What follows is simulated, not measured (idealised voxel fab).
process module | voxel self aligned vias
cross-section cut | 225 nm wide | cells 5 nm
A cross-section is a grid of square cells, given in bands from the top down. A band is one or more rows of cells.
Each band's line starts with the height of the band's top and of its bottom, in nm. Then come its materials from left to right, each with its width in nm. One material with "throughout" fills the band from edge to edge. "air" is empty space.
Height 0 is the level under which the wafer as received is all one material. The lowest band goes on downwards, as in "0 down".
A width such as "30 to 40" changes by the same amount from each row of cells to the next, from the band's top row to its bottom row.
"no change" after a step means that no cell of the cross-section changed.
closed voids: empty space of 8 cells or more with no open way to the top, each as width x height at its distance from the left edge, in nm
after a step's settings: what the simulator itself notes on the step
overlay nm, on a step with a mask: how far to the right of its planned place the mask lay; to the left if negative
plan
1 op RECEIVE | material Si
2 op CONFORMAL_DEP | material SiO2 | thk nm 15
3 op CONFORMAL_DEP | material SiCN | thk nm 5
4 op DIRECTIONAL_DEP | material lowk | thk nm 20
5 op PATTERN | tone open | mask id LINES | material resist | width nm 20 | pitch nm 65 | thk nm 15 | overlay nm 0
6 op DIRECTIONAL_ETCH | etch materials lowk | depth nm 20
7 op STRIP | etch materials resist
8 op CONFORMAL_DEP | material TiN | thk nm 5
9 op FILL_DEP | material Ru | thk nm 5
10 op CMP | height nm 40
11 op SELECTIVE_ETCH | etch materials W Ru TiN | depth nm 5
12 op FILL_DEP | material SiN | thk nm 10
13 op CMP | height nm 40
14 op DIRECTIONAL_DEP | material lowk | thk nm 15
15 op DIRECTIONAL_DEP | material aC | thk nm 15
16 op PATTERN | tone open | mask id VIAS | material resist | width nm 40 | pitch nm 65 | thk nm 35 | overlay nm 0
17 op DIRECTIONAL_ETCH | etch materials aC | depth nm 15
18 op STRIP | etch materials resist
19 op DIRECTIONAL_ETCH | etch materials lowk | depth nm 15
20 op DIRECTIONAL_ETCH | etch materials SiN | depth nm 5
21 op STRIP | etch materials aC
22 op CONFORMAL_DEP | material TiN | thk nm 5
23 op FILL_DEP | material W | thk nm 5
24 op CMP | height nm 55
25 op CONFORMAL_DEP | material SiCN | thk nm 5
first wafer, as planned
as received, after step 1
  0 down: Si throughout
  closed voids: none
after step 2
  15 to 0: SiO2 throughout
  below 0: unchanged
after step 3
  20 to 15: SiCN throughout
  below 15: unchanged
after step 4
  40 to 20: lowk throughout
  below 20: unchanged
after step 5
  55 to 40: resist 35 | air 20 | resist 45 | air 20 | resist 45 | air 20 | resist 40
  below 40: unchanged
after step 6
  55 to 40: resist 35 | air 20 | resist 45 | air 20 | resist 45 | air 20 | resist 40
  40 to 20: lowk 35 | air 20 | lowk 45 | air 20 | lowk 45 | air 20 | lowk 40
  below 20: unchanged
after step 7
  40 to 20: lowk 35 | air 20 | lowk 45 | air 20 | lowk 45 | air 20 | lowk 40
  below 20: unchanged
after step 8
  45 to 40: TiN 40 | air 10 | TiN 55 | air 10 | TiN 55 | air 10 | TiN 45
  40 to 25: lowk 35 | TiN 5 | air 10 | TiN 5 | lowk 45 | TiN 5 | air 10 | TiN 5 | lowk 45 | TiN 5 | air 10 | TiN 5 | lowk 40
  25 to 20: lowk 35 | TiN 20 | lowk 45 | TiN 20 | lowk 45 | TiN 20 | lowk 40
  below 20: unchanged
after step 9
  50 to 45: Ru throughout
  45 to 40: TiN 40 | Ru 10 | TiN 55 | Ru 10 | TiN 55 | Ru 10 | TiN 45
  40 to 25: lowk 35 | TiN 5 | Ru 10 | TiN 5 | lowk 45 | TiN 5 | Ru 10 | TiN 5 | lowk 45 | TiN 5 | Ru 10 | TiN 5 | lowk 40
  below 25: unchanged
after step 10
  40 to 25: lowk 35 | TiN 5 | Ru 10 | TiN 5 | lowk 45 | TiN 5 | Ru 10 | TiN 5 | lowk 45 | TiN 5 | Ru 10 | TiN 5 | lowk 40
  below 25: unchanged
after step 11
  40 to 35: lowk 35 | air 20 | lowk 45 | air 20 | lowk 45 | air 20 | lowk 40
  below 35: unchanged
after step 12
  50 to 40: SiN throughout
  40 to 35: lowk 35 | SiN 20 | lowk 45 | SiN 20 | lowk 45 | SiN 20 | lowk 40
  below 35: unchanged
after step 13
  40 to 35: lowk 35 | SiN 20 | lowk 45 | SiN 20 | lowk 45 | SiN 20 | lowk 40
  below 35: unchanged
after step 14
  55 to 40: lowk throughout
  below 40: unchanged
after step 15
  70 to 55: aC throughout
  below 55: unchanged
after step 16
  105 to 70: resist 25 | air 40 | resist 25 | air 40 | resist 25 | air 40 | resist 30
  below 70: unchanged
after step 17
  90 to 70: resist 25 | air 40 | resist 25 | air 40 | resist 25 | air 40 | resist 30
  70 to 55: aC 25 | air 40 | aC 25 | air 40 | aC 25 | air 40 | aC 30
  below 55: unchanged
after step 18
  70 to 55: aC 25 | air 40 | aC 25 | air 40 | aC 25 | air 40 | aC 30
  below 55: unchanged
after step 19
  70 to 55: aC 25 | air 40 | aC 25 | air 40 | aC 25 | air 40 | aC 30
  55 to 40: lowk 25 | air 40 | lowk 25 | air 40 | lowk 25 | air 40 | lowk 30
  below 40: unchanged
after step 20
  70 to 55: aC 25 | air 40 | aC 25 | air 40 | aC 25 | air 40 | aC 30
  55 to 40: lowk 25 | air 40 | lowk 25 | air 40 | lowk 25 | air 40 | lowk 30
  40 to 35: lowk 35 | air 20 | lowk 45 | air 20 | lowk 45 | air 20 | lowk 40
  below 35: unchanged
after step 21
  55 to 40: lowk 25 | air 40 | lowk 25 | air 40 | lowk 25 | air 40 | lowk 30
  below 40: unchanged
after step 22
  60 to 55: TiN 30 | air 30 | TiN 35 | air 30 | TiN 35 | air 30 | TiN 35
  55 to 45: lowk 25 | TiN 5 | air 30 | TiN 5 | lowk 25 | TiN 5 | air 30 | TiN 5 | lowk 25 | TiN 5 | air 30 | TiN 5 | lowk 30
  45 to 40: lowk 25 | TiN 15 | air 10 | TiN 15 | lowk 25 | TiN 15 | air 10 | TiN 15 | lowk 25 | TiN 15 | air 10 | TiN 15 | lowk 30
  40 to 35: lowk 35 | TiN 20 | lowk 45 | TiN 20 | lowk 45 | TiN 20 | lowk 40
  below 35: unchanged
after step 23
  65 to 60: W throughout
  60 to 55: TiN 30 | W 30 | TiN 35 | W 30 | TiN 35 | W 30 | TiN 35
  55 to 45: lowk 25 | TiN 5 | W 30 | TiN 5 | lowk 25 | TiN 5 | W 30 | TiN 5 | lowk 25 | TiN 5 | W 30 | TiN 5 | lowk 30
  45 to 40: lowk 25 | TiN 15 | W 10 | TiN 15 | lowk 25 | TiN 15 | W 10 | TiN 15 | lowk 25 | TiN 15 | W 10 | TiN 15 | lowk 30
  below 40: unchanged
after step 24
  55 to 45: lowk 25 | TiN 5 | W 30 | TiN 5 | lowk 25 | TiN 5 | W 30 | TiN 5 | lowk 25 | TiN 5 | W 30 | TiN 5 | lowk 30
  below 45: unchanged
after step 25
  60 to 55: SiCN throughout
  below 55: unchanged
second wafer: like start, like plan, one mistake. Through step 12 it matches the first wafer
when step 13 should have ended
  45 to 40: SiN throughout
  below 40: unchanged
when step 14 should have ended
  60 to 45: lowk throughout
  below 45: unchanged
when step 15 should have ended
  75 to 60: aC throughout
  below 60: unchanged
when step 16 should have ended
  110 to 75: resist 25 | air 40 | resist 25 | air 40 | resist 25 | air 40 | resist 30
  below 75: unchanged
when step 17 should have ended
  95 to 75: resist 25 | air 40 | resist 25 | air 40 | resist 25 | air 40 | resist 30
  75 to 60: aC 25 | air 40 | aC 25 | air 40 | aC 25 | air 40 | aC 30
  below 60: unchanged
when step 18 should have ended
  75 to 60: aC 25 | air 40 | aC 25 | air 40 | aC 25 | air 40 | aC 30
  below 60: unchanged
when step 19 should have ended
  75 to 60: aC 25 | air 40 | aC 25 | air 40 | aC 25 | air 40 | aC 30
  60 to 45: lowk 25 | air 40 | lowk 25 | air 40 | lowk 25 | air 40 | lowk 30
  below 45: unchanged
when step 20 should have ended
  75 to 60: aC 25 | air 40 | aC 25 | air 40 | aC 25 | air 40 | aC 30
  60 to 45: lowk 25 | air 40 | lowk 25 | air 40 | lowk 25 | air 40 | lowk 30
  45 to 40: SiN 25 | air 40 | SiN 25 | air 40 | SiN 25 | air 40 | SiN 30
  below 40: unchanged
when step 21 should have ended
  60 to 45: lowk 25 | air 40 | lowk 25 | air 40 | lowk 25 | air 40 | lowk 30
  below 45: unchanged
when step 22 should have ended
  65 to 60: TiN 30 | air 30 | TiN 35 | air 30 | TiN 35 | air 30 | TiN 35
  60 to 45: lowk 25 | TiN 5 | air 30 | TiN 5 | lowk 25 | TiN 5 | air 30 | TiN 5 | lowk 25 | TiN 5 | air 30 | TiN 5 | lowk 30
  45 to 40: SiN 25 | TiN 40 | SiN 25 | TiN 40 | SiN 25 | TiN 40 | SiN 30
  below 40: unchanged
when step 23 should have ended
  70 to 65: W throughout
  65 to 60: TiN 30 | W 30 | TiN 35 | W 30 | TiN 35 | W 30 | TiN 35
  60 to 45: lowk 25 | TiN 5 | W 30 | TiN 5 | lowk 25 | TiN 5 | W 30 | TiN 5 | lowk 25 | TiN 5 | W 30 | TiN 5 | lowk 30
  below 45: unchanged
when step 24 should have ended
  55 to 45: lowk 25 | TiN 5 | W 30 | TiN 5 | lowk 25 | TiN 5 | W 30 | TiN 5 | lowk 25 | TiN 5 | W 30 | TiN 5 | lowk 30
  below 45: unchanged
when step 25 should have ended
  60 to 55: SiCN throughout
  below 55: unchanged
what went wrong: step 13 ran as: op CMP | height nm 45
at the end the second wafer has, in cells: 33 more of SiN | 6 fewer of TiN | 6 fewer of W | 21 fewer of lowk
